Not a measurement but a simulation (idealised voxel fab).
process module | voxel ribs on slabs
Each square cell in cross-section cut measures 5 nm, and the section as a whole is 205 nm wide.
Notation: cross-section as square-cell grid; stated in bands, top first, going down; one or more cell rows per band. Within each band entry, the heights of the top and of the bottom of the band appear first, in that order and in nm; the materials of the band then follow from left to right, each with its corresponding width in nm. The designation "full width" on a single material indicates that it fills the band from edge to edge; the designation "blank" indicates empty space. Note: height 0 marks the level under which the wafer is uniformly one material as received. Lowest band unbounded below, written "from 0 down". The notation "30->40" denotes a width that varies across the rows of cells in the band, beginning at the first number in the top row, finishing at the second number in the bottom row, and changing by an identical amount from each row to the next. "nothing was modified", as given for a step, is the statement that not any cell of the cross-section underwent a change during that step. Empty spaces without an open route to the top, at least 8 cells in extent, make up the entry "Enclosed void inventory"; each is given as width x height at distance, where the distance is measured from the left edge, and all are in nm. Whatever follows a step's settings on its line is a remark the simulator itself makes about that step. The "overlay nm" setting may appear on a step's line; for a step that uses a mask, it gives how far to the right of its planned position the mask lay, and a negative value indicates the left.

**Intended process steps**
- 1: RECEIVE, material Si
- 2: DIRECTIONAL_DEP, material SiO2, thk nm 20
- 3: DIRECTIONAL_DEP, material SiN, thk nm 25
- 4: DIRECTIONAL_DEP, material aC, thk nm 10
- 5: PATTERN, tone cover, mask id RIB, material resist, width nm 20, thk nm 25, overlay nm 0
- 6: DIRECTIONAL_ETCH, etch materials aC, depth nm 10
- 7: STRIP, etch materials resist
- 8: DIRECTIONAL_ETCH, etch materials SiN, depth nm 15
- 9: STRIP, etch materials aC
- 10: MASKED_ETCH, tone cover, mask id SLAB, width nm 70, etch materials SiN, depth nm 10, overlay nm 0
- 11: FILL_DEP, material SiO2, thk nm 20
- 12: CMP, height nm 55
- 13: DIRECTIONAL_DEP, material TiN, thk nm 5
- 14: PATTERN, tone cover, mask id HEATER, material resist, width nm 30, thk nm 15, overlay nm 0
- 15: DIRECTIONAL_ETCH, etch materials TiN, depth nm 5
- 16: STRIP, etch materials resist
- 17: CONFORMAL_DEP, material SiN, thk nm 10

**Cross-section of the incoming wafer, state after step 1**
from 0 down | Si full width
Enclosed void inventory: none

**Cross-section: first of two wafers, module finished, run according to plan**
from 70 to 65 | 75 blank  50 SiN  80 blank
from 65 to 60 | SiN full width
from 60 to 55 | 85 SiN  30 TiN  90 SiN
from 55 to 45 | SiO2 full width
from 45 to 30 | 90 SiO2  20 SiN  95 SiO2
from 30 to 20 | 65 SiO2  70 SiN  70 SiO2
from 20 to 0 | SiO2 full width
from 0 down | Si full width
Enclosed void inventory: none

**Second wafer of the two, sectioned at the end of the module. It began like the first and followed the same plan, but one mistake was made while running it**
from 70 to 65 | 75 blank  50 SiN  80 blank
from 65 to 60 | SiN full width
from 60 to 55 | 85 SiN  30 TiN  90 SiN
from 55 to 45 | SiO2 full width
from 45 to 30 | 90 SiO2  25 SiN  90 SiO2
from 30 to 20 | 65 SiO2  70 SiN  70 SiO2
from 20 to 0 | SiO2 full width
from 0 down | Si full width
Enclosed void inventory: none
Deviation noted in wafer processing: it should be noted that step 5 was executed with settings other than those planned, the operation and settings actually applied being PATTERN, tone cover, mask id RIB, material resist, width nm 25, thk nm 25, overlay nm 0
At the finish, the second wafer shows more or fewer cells for some materials than the first does: SiN +3 | SiO2 -3
